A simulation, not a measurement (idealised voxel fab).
Process module in this document: voxel wiring stack
275 nm wide, 5 nm square cells: that's cross-section cut.
Just so we're on the same page, the cross-sections are grids of square cells, and they're listed out in bands top to bottom, each band one or more rows deep.
In this notation a band is specified by the heights of its top and bottom, in that order and in nm, after which its materials appear from left to right, each paired with its width in nm. The word "edge to edge" attached to a single material means that material fills the band from edge to edge; the word "blank" stands for empty space.
It should be noted that heights are counted from 0, beneath which the wafer as supplied is of one material throughout, and that the lowest band possesses no lower boundary but continues downward, as written in "0 nm and below".
Note: "30..40" means the width goes from the first number (top row of the band) to the second number (bottom row) in equal steps per row of cells.
Step note "identical to before" = no cross-section cell changed.
Enclosed voids (no open way to top), threshold 8 cells or more, entry "Unvented internal voids", notation width x height at distance, distance from left edge, nm.
Formally, on a step line, whatever follows the settings is a remark that the simulator itself makes on the step.
The optional step-line setting "overlay nm" applies to steps with a mask and quantifies how far to the right of its planned location the mask lay, a negative value indicating leftward placement.
# Process steps (planned)
1) RECEIVE [material Si]
2) CONFORMAL_DEP [material SiO2] [thk nm 15]
3) DIRECTIONAL_DEP [material TiN] [thk nm 5]
4) DIRECTIONAL_DEP [material W] [thk nm 25]
5) DIRECTIONAL_DEP [material aC] [thk nm 10]
6) PATTERN [tone cover] [mask id METAL_1] [material resist] [width nm 25] [pitch nm 55] [thk nm 30] [overlay nm 0]
7) DIRECTIONAL_ETCH [etch materials aC] [depth nm 10]
8) STRIP [etch materials resist]
9) DIRECTIONAL_ETCH [etch materials W] [depth nm 25]
10) DIRECTIONAL_ETCH [etch materials TiN] [depth nm 5]
11) STRIP [etch materials aC]
12) FILL_DEP [material SiO2] [thk nm 5]
13) CMP [height nm 45]
14) CONFORMAL_DEP [material SiCN] [thk nm 5]
15) DIRECTIONAL_DEP [material SiO2] [thk nm 15]
16) DIRECTIONAL_DEP [material aC] [thk nm 15]
17) PATTERN [tone open] [mask id PLUG_1] [material resist] [width nm 15] [pitch nm 110] [thk nm 35] [overlay nm 0]
18) DIRECTIONAL_ETCH [etch materials aC] [depth nm 15]
19) STRIP [etch materials resist]
20) DIRECTIONAL_ETCH [etch materials SiO2] [depth nm 15]
21) DIRECTIONAL_ETCH [etch materials SiCN] [depth nm 5]
22) STRIP [etch materials aC]
23) CONFORMAL_DEP [material TiN] [thk nm 5]
24) FILL_DEP [material Cu] [thk nm 10]
25) CMP [height nm 65]
26) DIRECTIONAL_DEP [material TiN] [thk nm 5]
27) DIRECTIONAL_DEP [material W] [thk nm 15]
28) PATTERN [tone cover] [mask id METAL_2] [material resist] [width nm 25] [pitch nm 55] [thk nm 20] [overlay nm 0]
29) DIRECTIONAL_ETCH [etch materials W] [depth nm 15]
30) DIRECTIONAL_ETCH [etch materials TiN] [depth nm 5]
31) STRIP [etch materials resist]
32) CONFORMAL_DEP [material SiCN] [thk nm 5]
33) FILL_DEP [material SiO2] [thk nm 10]
34) CMP [height nm 85]
35) CONFORMAL_DEP [material SiCN] [thk nm 5]
36) DIRECTIONAL_DEP [material SiO2] [thk nm 25]
37) PATTERN [tone open] [mask id METAL_3] [material resist] [width nm 25] [pitch nm 55] [thk nm 20] [overlay nm 0]
38) DIRECTIONAL_ETCH [etch materials SiO2] [depth nm 15]
39) STRIP [etch materials resist]
40) PATTERN [tone open] [mask id METAL_3_HOLES] [material resist] [width nm 15] [pitch nm 55] [thk nm 20] [overlay nm 0]
41) DIRECTIONAL_ETCH [etch materials SiO2] [depth nm 10]
42) DIRECTIONAL_ETCH [etch materials SiCN] [depth nm 5]
43) STRIP [etch materials resist]
44) CONFORMAL_DEP [material TiN] [thk nm 5]
45) FILL_DEP [material Ru] [thk nm 5]
46) CMP [height nm 115]
47) CONFORMAL_DEP [material SiCN] [thk nm 5]
48) DIRECTIONAL_DEP [material lowk] [thk nm 30]
49) DIRECTIONAL_DEP [material aC] [thk nm 15]
50) PATTERN [tone open] [mask id METAL_4] [material resist] [width nm 25] [pitch nm 55] [thk nm 35] [overlay nm 0]
51) DIRECTIONAL_ETCH [etch materials aC] [depth nm 15]
52) STRIP [etch materials resist]
53) DIRECTIONAL_ETCH [etch materials lowk] [depth nm 15]
54) STRIP [etch materials aC]
55) DIRECTIONAL_DEP [material aC] [thk nm 10]
56) PATTERN [tone open] [mask id METAL_4_HOLES] [material resist] [width nm 15] [pitch nm 55] [thk nm 25] [overlay nm 0]
57) DIRECTIONAL_ETCH [etch materials aC] [depth nm 10]
58) STRIP [etch materials resist]
59) DIRECTIONAL_ETCH [etch materials lowk] [depth nm 15]
60) DIRECTIONAL_ETCH [etch materials SiCN] [depth nm 5]
61) STRIP [etch materials aC]
62) CONFORMAL_DEP [material TiN] [thk nm 5]
63) FILL_DEP [material Cu] [thk nm 10]
64) CMP [height nm 150]
65) CONFORMAL_DEP [material SiN] [thk nm 5]
# Incoming wafer in cross-section (state: after step 1)
	0 nm and below: Si edge to edge
	Unvented internal voids: none
# End state of the module in cross-section, given the above starting point and plan and one mistake in execution
	155 nm to 150 nm: SiN edge to edge
	150 nm to 140 nm: lowk=40, then TiN=5, then Cu=15, then TiN=5, then lowk=30, then TiN=5, then Cu=15, then TiN=5, then lowk=30, then TiN=5, then Cu=15, then TiN=5, then lowk=30, then TiN=5, then Cu=15, then TiN=5, then lowk=45
	140 nm to 135 nm: lowk=40, then TiN=5, then Cu=5, then TiN=15, then lowk=30, then TiN=5, then Cu=5, then TiN=15, then lowk=30, then TiN=5, then Cu=5, then TiN=15, then lowk=30, then TiN=5, then Cu=5, then TiN=15, then lowk=45
	135 nm to 120 nm: lowk=40, then TiN=5, then Cu=5, then TiN=5, then lowk=40, then TiN=5, then Cu=5, then TiN=5, then lowk=40, then TiN=5, then Cu=5, then TiN=5, then lowk=40, then TiN=5, then Cu=5, then TiN=5, then lowk=55
	120 nm to 115 nm: SiCN=40, then TiN=15, then SiCN=40, then TiN=15, then SiCN=40, then TiN=15, then SiCN=40, then TiN=15, then SiCN=55
	115 nm to 105 nm: SiO2=40, then TiN=5, then Ru=15, then TiN=5, then SiO2=30, then TiN=5, then Ru=15, then TiN=5, then SiO2=30, then TiN=5, then Ru=15, then TiN=5, then SiO2=30, then TiN=5, then Ru=15, then TiN=5, then SiO2=45
	105 nm to 100 nm: SiO2=40, then TiN=5, then Ru=5, then TiN=15, then SiO2=30, then TiN=5, then Ru=5, then TiN=15, then SiO2=30, then TiN=5, then Ru=5, then TiN=15, then SiO2=30, then TiN=5, then Ru=5, then TiN=15, then SiO2=45
	100 nm to 90 nm: SiO2=40, then TiN=5, then Ru=5, then TiN=5, then SiO2=40, then TiN=5, then Ru=5, then TiN=5, then SiO2=40, then TiN=5, then Ru=5, then TiN=5, then SiO2=40, then TiN=5, then Ru=5, then TiN=5, then SiO2=55
	90 nm to 85 nm: SiCN=40, then TiN=15, then SiCN=40, then TiN=15, then SiCN=40, then TiN=15, then SiCN=40, then TiN=15, then SiCN=55
	85 nm to 70 nm: SiO2=35, then SiCN=5, then W=25, then SiCN=5, then SiO2=20, then SiCN=5, then W=25, then SiCN=5, then SiO2=20, then SiCN=5, then W=25, then SiCN=5, then SiO2=20, then SiCN=5, then W=25, then SiCN=5, then SiO2=40
	70 nm to 65 nm: SiCN=40, then TiN=25, then SiCN=30, then TiN=25, then SiCN=30, then TiN=25, then SiCN=30, then TiN=25, then SiCN=45
	65 nm to 50 nm: SiO2=40, then TiN=5, then Cu=5, then TiN=5, then SiO2=95, then TiN=5, then Cu=5, then TiN=5, then SiO2=110
	50 nm to 45 nm: SiCN=40, then TiN=15, then SiCN=95, then TiN=15, then SiCN=110
	45 nm to 40 nm: SiO2 edge to edge
	40 nm to 15 nm: SiO2=40, then W=25, then SiO2=30, then W=25, then SiO2=30, then W=25, then SiO2=30, then W=25, then SiO2=45
	15 nm to 0 nm: SiO2 edge to edge
	0 nm and below: Si edge to edge
	Unvented internal voids: none
Deviation from plan: skipped: plan step 3 (never run)
